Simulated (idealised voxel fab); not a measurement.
Process module heading - voxel self aligned contacts
195 nm wide, 5 nm square cells: that's cross-section cut.
Just so we're on the same page, the cross-sections are grids of square cells, and they're listed out in bands top to bottom, each band one or more rows deep.
Top height, bottom height, nm. Materials left to right, width each, nm. Single material + "edge to edge" = fills band edge to edge. "air" = empty.
Heights from 0 (as-received wafer is one material below). Bottom band endless downward, as "top 0, no bottom".
A two-number width, for instance "30..40", indicates that the width is equal to the first number in the top row of the band and to the second number in the bottom row, and that it changes by a constant amount per row of cells.
"nothing different" -> step changed no cross-section cell.
Any empty space of 8 cells or more lacking an open way to the top shows up in "Sealed void list" as width x height at distance, distance from the left edge, in nm.
What comes after the settings on a step's line is commentary from the simulator itself on that step.
overlay nm: step with mask; distance mask lay right of planned place; negative value = left of planned place.

List of planned process steps:
1 RECEIVE (material Si)
2 OXIDIZE (depth nm 5)
3 DIRECTIONAL_DEP (material polySi; thk nm 20)
4 DIRECTIONAL_DEP (material SiN; thk nm 20)
5 MASKED_ETCH (tone cover; mask id GATE; width nm 35; pitch nm 65; etch materials SiN; depth nm 20; overlay nm 0)
6 MASKED_ETCH (tone cover; mask id GATE; width nm 35; pitch nm 65; etch materials polySi; depth nm 20; overlay nm 0)
7 CONFORMAL_DEP (material SiN; thk nm 5)
8 DIRECTIONAL_ETCH (etch materials SiN; depth nm 5)
9 FILL_DEP (material SiO2; thk nm 20)
10 CMP (height nm 50)
11 MASKED_ETCH (tone open; mask id CONTACT; width nm 50; etch materials SiO2; depth nm 55; overlay nm 0)
12 CONFORMAL_DEP (material TiN; thk nm 5)
13 FILL_DEP (material W; thk nm 10)
14 CMP (height nm 50)
15 CONFORMAL_DEP (material SiCN; thk nm 5)

Of two wafers, the first: run according to plan:

Incoming wafer, cross-sectional view, post step 1:
top 0, no bottom: Si edge to edge
Sealed void list: none

After step 2: wafer cross-section:
top 0, bottom -5: SiO2 edge to edge
Unchanged below -5.

After step 3: wafer cross-section:
top 20, bottom 0: polySi edge to edge
Unchanged below 0.

After step 4: wafer cross-section:
top 40, bottom 20: SiN edge to edge
Unchanged below 20.

After step 5: wafer cross-section:
top 40, bottom 20: 45 of air  35 of SiN  30 of air  35 of SiN  50 of air
Unchanged below 20.

After step 6: wafer cross-section:
top 40, bottom 20: 45 of air  35 of SiN  30 of air  35 of SiN  50 of air
top 20, bottom 0: 45 of air  35 of polySi  30 of air  35 of polySi  50 of air
Unchanged below 0.

After step 7: wafer cross-section:
top 45, bottom 20: 40 of air  45 of SiN  20 of air  45 of SiN  45 of air
top 20, bottom 5: 40 of air  5 of SiN  35 of polySi  5 of SiN  20 of air  5 of SiN  35 of polySi  5 of SiN  45 of air
top 5, bottom 0: 45 of SiN  35 of polySi  30 of SiN  35 of polySi  50 of SiN
Unchanged below 0.

After step 8: wafer cross-section:
top 40, bottom 20: 40 of air  45 of SiN  20 of air  45 of SiN  45 of air
top 20, bottom 0: 40 of air  5 of SiN  35 of polySi  5 of SiN  20 of air  5 of SiN  35 of polySi  5 of SiN  45 of air
Unchanged below 0.

After step 9: wafer cross-section:
top 60, bottom 40: SiO2 edge to edge
top 40, bottom 20: 40 of SiO2  45 of SiN  20 of SiO2  45 of SiN  45 of SiO2
top 20, bottom 0: 40 of SiO2  5 of SiN  35 of polySi  5 of SiN  20 of SiO2  5 of SiN  35 of polySi  5 of SiN  45 of SiO2
Unchanged below 0.

After step 10: wafer cross-section:
top 50, bottom 40: SiO2 edge to edge
Unchanged below 40.

After step 11: wafer cross-section:
top 50, bottom 40: 70 of SiO2  50 of air  75 of SiO2
top 40, bottom 20: 40 of SiO2  45 of SiN  20 of air  45 of SiN  45 of SiO2
top 20, bottom 0: 40 of SiO2  5 of SiN  35 of polySi  5 of SiN  20 of air  5 of SiN  35 of polySi  5 of SiN  45 of SiO2
top 0, bottom -5: 85 of SiO2  20 of air  90 of SiO2
Unchanged below -5.

After step 12: wafer cross-section:
top 55, bottom 50: 75 of TiN  40 of air  80 of TiN
top 50, bottom 40: 70 of SiO2  5..20 of TiN  40..10 of air  5..20 of TiN  75 of SiO2
top 40, bottom 20: 40 of SiO2  45 of SiN  5 of TiN  10 of air  5 of TiN  45 of SiN  45 of SiO2
top 20, bottom 0: 40 of SiO2  5 of SiN  35 of polySi  5 of SiN  5 of TiN  10 of air  5 of TiN  5 of SiN  35 of polySi  5 of SiN  45 of SiO2
top 0, bottom -5: 85 of SiO2  20 of TiN  90 of SiO2
Unchanged below -5.

After step 13: wafer cross-section:
top 65, bottom 55: W edge to edge
top 55, bottom 50: 75 of TiN  40 of W  80 of TiN
top 50, bottom 40: 70 of SiO2  5..20 of TiN  40..10 of W  5..20 of TiN  75 of SiO2
top 40, bottom 20: 40 of SiO2  45 of SiN  5 of TiN  10 of W  5 of TiN  45 of SiN  45 of SiO2
top 20, bottom 0: 40 of SiO2  5 of SiN  35 of polySi  5 of SiN  5 of TiN  10 of W  5 of TiN  5 of SiN  35 of polySi  5 of SiN  45 of SiO2
Unchanged below 0.

After step 14: wafer cross-section:
top 50, bottom 40: 70 of SiO2  5..20 of TiN  40..10 of W  5..20 of TiN  75 of SiO2
Unchanged below 40.

After step 15: wafer cross-section:
top 55, bottom 50: SiCN edge to edge
Unchanged below 50.

Wafer two. Same start, same plan, one slip in execution. Same as wafer one through step 10, inclusive:

when step 11 should have ended:
top 50, bottom 40: 75 of SiO2  45 of air  75 of SiO2
top 40, bottom 20: 40 of SiO2  45 of SiN  20 of air  45 of SiN  45 of SiO2
top 20, bottom 0: 40 of SiO2  5 of SiN  35 of polySi  5 of SiN  20 of air  5 of SiN  35 of polySi  5 of SiN  45 of SiO2
top 0, bottom -5: 85 of SiO2  20 of air  90 of SiO2
Unchanged below -5.

when step 12 should have ended:
top 55, bottom 50: 80 of TiN  35 of air  80 of TiN
top 50, bottom 40: 75 of SiO2  5..15 of TiN  35..10 of air  5..20 of TiN  75 of SiO2
top 40, bottom 20: 40 of SiO2  45 of SiN  5 of TiN  10 of air  5 of TiN  45 of SiN  45 of SiO2
top 20, bottom 0: 40 of SiO2  5 of SiN  35 of polySi  5 of SiN  5 of TiN  10 of air  5 of TiN  5 of SiN  35 of polySi  5 of SiN  45 of SiO2
top 0, bottom -5: 85 of SiO2  20 of TiN  90 of SiO2
Unchanged below -5.

when step 13 should have ended:
top 65, bottom 55: W edge to edge
top 55, bottom 50: 80 of TiN  35 of W  80 of TiN
top 50, bottom 40: 75 of SiO2  5..15 of TiN  35..10 of W  5..20 of TiN  75 of SiO2
top 40, bottom 20: 40 of SiO2  45 of SiN  5 of TiN  10 of W  5 of TiN  45 of SiN  45 of SiO2
top 20, bottom 0: 40 of SiO2  5 of SiN  35 of polySi  5 of SiN  5 of TiN  10 of W  5 of TiN  5 of SiN  35 of polySi  5 of SiN  45 of SiO2
Unchanged below 0.

when step 14 should have ended:
top 50, bottom 40: 75 of SiO2  5..15 of TiN  35..10 of W  5..20 of TiN  75 of SiO2
Unchanged below 40.

when step 15 should have ended:
top 55, bottom 50: SiCN edge to edge
Unchanged below 50.
Against the plan, the run slipped here: step 11 ran as: MASKED_ETCH (tone open; mask id CONTACT; width nm 45; etch materials SiO2; depth nm 55; overlay nm 0)
At the finish, the second wafer shows more or fewer cells for some materials than the first does: SiO2 +2, TiN -1, W -1
